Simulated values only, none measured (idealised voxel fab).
Herein follows the process module entitled voxel air gaps.
Pictured: cross-section cut, 275 nm wide, on a grid of 5 nm square cells.
In what follows, cross-sections appear as grids of square cells, described through bands that run from the top down, where every band is one or more rows of cells. The entry gives the band's vertical extent as a top height and a bottom height in nm, then its horizontal make-up as materials from left to right, each with a width in nm. "air" stands for empty space; a single material marked "edge to edge" fills the band edge to edge. Below 0: as-received wafer, all one material; heights counted from there. Lowest band: no bottom, goes on down, written "0 -> down". A width such as "30 to 40" changes by the same amount from each row of cells to the next, from the band's top row to its bottom row. "all unchanged" for a step: no cell of the cross-section changed in that step. Entry "Unvented internal voids" = empty spaces >= 8 cells with no open way to the top; each as width x height at distance, distance from left edge, all nm. That trailing text on a step's line, after the settings, is the simulator's own remark on the step. You can add "overlay nm" to a step's line. For a step with a mask, it describes how far the mask lay to the right of its planned position, and a negative number describes a lay to the left.

Process steps - plan
| 1 | op RECEIVE | material Si |
| 2 | op CONFORMAL_DEP | material SiO2 | thk nm 10 |
| 3 | op CONFORMAL_DEP | material SiCN | thk nm 5 |
| 4 | op DIRECTIONAL_DEP | material SiO2 | thk nm 35 |
| 5 | op PATTERN | tone open | mask id LINES | material resist | width nm 20 | pitch nm 50 | thk nm 20 | overlay nm 0 |
| 6 | op DIRECTIONAL_ETCH | etch materials SiO2 | depth nm 35 |
| 7 | op STRIP | etch materials resist |
| 8 | op CONFORMAL_DEP | material TiN | thk nm 5 |
| 9 | op FILL_DEP | material Cu | thk nm 10 |
| 10 | op CMP | height nm 50 |
| 11 | op EPI | material Ru | thk nm 10 |
| 12 | op SELECTIVE_ETCH | etch materials SiO2 | depth nm 45 |
| 13 | op CONFORMAL_DEP | material SiCN | thk nm 5 |

Of two wafers, the first: run according to plan

Wafer cross-section on receipt, i.e. after step 1
- 0 -> down  Si edge to edge
- Unvented internal voids: none

Cross-sectional representation of the wafer at the conclusion of step 2
- 10 -> 0  SiO2 edge to edge
- No changes below 0.

Cross-sectional representation of the wafer at the conclusion of step 3
- 15 -> 10  SiCN edge to edge
- No changes below 10.

Cross-sectional representation of the wafer at the conclusion of step 4
- 50 -> 15  SiO2 edge to edge
- No changes below 15.

Cross-sectional representation of the wafer at the conclusion of step 5
- 70 -> 50  resist 75, air 20, resist 30, air 20, resist 30, air 20, resist 80
- No changes below 50.

Cross-sectional representation of the wafer at the conclusion of step 6
- 70 -> 50  resist 75, air 20, resist 30, air 20, resist 30, air 20, resist 80
- 50 -> 15  SiO2 75, air 20, SiO2 30, air 20, SiO2 30, air 20, SiO2 80
- No changes below 15.

Cross-sectional representation of the wafer at the conclusion of step 7
- 50 -> 15  SiO2 75, air 20, SiO2 30, air 20, SiO2 30, air 20, SiO2 80
- No changes below 15.

Cross-sectional representation of the wafer at the conclusion of step 8
- 55 -> 50  TiN 80, air 10, TiN 40, air 10, TiN 40, air 10, TiN 85
- 50 -> 20  SiO2 75, TiN 5, air 10, TiN 5, SiO2 30, TiN 5, air 10, TiN 5, SiO2 30, TiN 5, air 10, TiN 5, SiO2 80
- 20 -> 15  SiO2 75, TiN 20, SiO2 30, TiN 20, SiO2 30, TiN 20, SiO2 80
- No changes below 15.

Cross-sectional representation of the wafer at the conclusion of step 9
- 65 -> 55  Cu edge to edge
- 55 -> 50  TiN 80, Cu 10, TiN 40, Cu 10, TiN 40, Cu 10, TiN 85
- 50 -> 20  SiO2 75, TiN 5, Cu 10, TiN 5, SiO2 30, TiN 5, Cu 10, TiN 5, SiO2 30, TiN 5, Cu 10, TiN 5, SiO2 80
- No changes below 20.

Cross-sectional representation of the wafer at the conclusion of step 10
- 50 -> 20  SiO2 75, TiN 5, Cu 10, TiN 5, SiO2 30, TiN 5, Cu 10, TiN 5, SiO2 30, TiN 5, Cu 10, TiN 5, SiO2 80
- No changes below 20.

Cross-sectional representation of the wafer at the conclusion of step 11
- 60 -> 50  air 65, Ru 40, air 10, Ru 40, air 10, Ru 40, air 70
- No changes below 50.

Cross-sectional representation of the wafer at the conclusion of step 12
- 60 -> 50  air 65, Ru 40, air 10, Ru 40, air 10, Ru 40, air 70
- 50 -> 20  air 75, TiN 5, Cu 10, TiN 5, air 30, TiN 5, Cu 10, TiN 5, air 30, TiN 5, Cu 10, TiN 5, air 80
- 20 -> 15  air 75, TiN 20, air 30, TiN 20, air 30, TiN 20, air 80
- No changes below 15.

Cross-sectional representation of the wafer at the conclusion of step 13
- 65 -> 60  air 60, SiCN 150, air 65
- 60 -> 50  air 60, SiCN 5, Ru 40, SiCN 10, Ru 40, SiCN 10, Ru 40, SiCN 5, air 65
- 50 -> 45  air 60, SiCN 15, TiN 5, Cu 10, TiN 5, SiCN 30, TiN 5, Cu 10, TiN 5, SiCN 30, TiN 5, Cu 10, TiN 5, SiCN 15, air 65
- 45 -> 20  air 70, SiCN 5, TiN 5, Cu 10, TiN 5, SiCN 5, air 20, SiCN 5, TiN 5, Cu 10, TiN 5, SiCN 5, air 20, SiCN 5, TiN 5, Cu 10, TiN 5, SiCN 5, air 75
- 20 -> 15  SiCN 75, TiN 20, SiCN 30, TiN 20, SiCN 30, TiN 20, SiCN 80
- No changes below 15.
- Unvented internal voids: 20 x 25 at 100; 20 x 25 at 150

Wafer two of the pair: same origin, same plan, one error during the run; identical to wafer one up to and including step 4

Cross-sectional representation of the second wafer at the time designated in the plan for the completion of step 5
- 70 -> 50  air 75, resist 20, air 30, resist 20, air 30, resist 20, air 80
- No changes below 50.

Cross-sectional representation of the second wafer at the time designated in the plan for the completion of step 6
- 70 -> 50  air 75, resist 20, air 30, resist 20, air 30, resist 20, air 80
- 50 -> 15  air 75, SiO2 20, air 30, SiO2 20, air 30, SiO2 20, air 80
- No changes below 15.

Cross-sectional representation of the second wafer at the time designated in the plan for the completion of step 7
- 50 -> 15  air 75, SiO2 20, air 30, SiO2 20, air 30, SiO2 20, air 80
- No changes below 15.

Cross-sectional representation of the second wafer at the time designated in the plan for the completion of step 8
- 55 -> 50  air 70, TiN 30, air 20, TiN 30, air 20, TiN 30, air 75
- 50 -> 20  air 70, TiN 5, SiO2 20, TiN 5, air 20, TiN 5, SiO2 20, TiN 5, air 20, TiN 5, SiO2 20, TiN 5, air 75
- 20 -> 15  TiN 75, SiO2 20, TiN 30, SiO2 20, TiN 30, SiO2 20, TiN 80
- No changes below 15.

Cross-sectional representation of the second wafer at the time designated in the plan for the completion of step 9
- 65 -> 55  Cu edge to edge
- 55 -> 50  Cu 70, TiN 30, Cu 20, TiN 30, Cu 20, TiN 30, Cu 75
- 50 -> 20  Cu 70, TiN 5, SiO2 20, TiN 5, Cu 20, TiN 5, SiO2 20, TiN 5, Cu 20, TiN 5, SiO2 20, TiN 5, Cu 75
- No changes below 20.

Cross-sectional representation of the second wafer at the time designated in the plan for the completion of step 10
- 50 -> 20  Cu 70, TiN 5, SiO2 20, TiN 5, Cu 20, TiN 5, SiO2 20, TiN 5, Cu 20, TiN 5, SiO2 20, TiN 5, Cu 75
- No changes below 20.

Cross-sectional representation of the second wafer at the time designated in the plan for the completion of step 11
- 60 -> 50  Ru edge to edge
- No changes below 50.

Cross-sectional representation of the second wafer at the time designated in the plan for the completion of step 12: all unchanged

Cross-sectional representation of the second wafer at the time designated in the plan for the completion of step 13
- 65 -> 60  SiCN edge to edge
- No changes below 60.
The mistake made against the process plan was this: step 5 ran as: op PATTERN | tone cover | mask id LINES | material resist | width nm 20 | pitch nm 50 | thk nm 20 | overlay nm 0
Counted in cells at the end, the second wafer holds more or fewer of these materials than the first: +186 Cu, +62 Ru, -78 SiCN, +84 SiO2, +31 TiN
Long story short, the first wafer ends with 2 closed voids and the second one with 0.
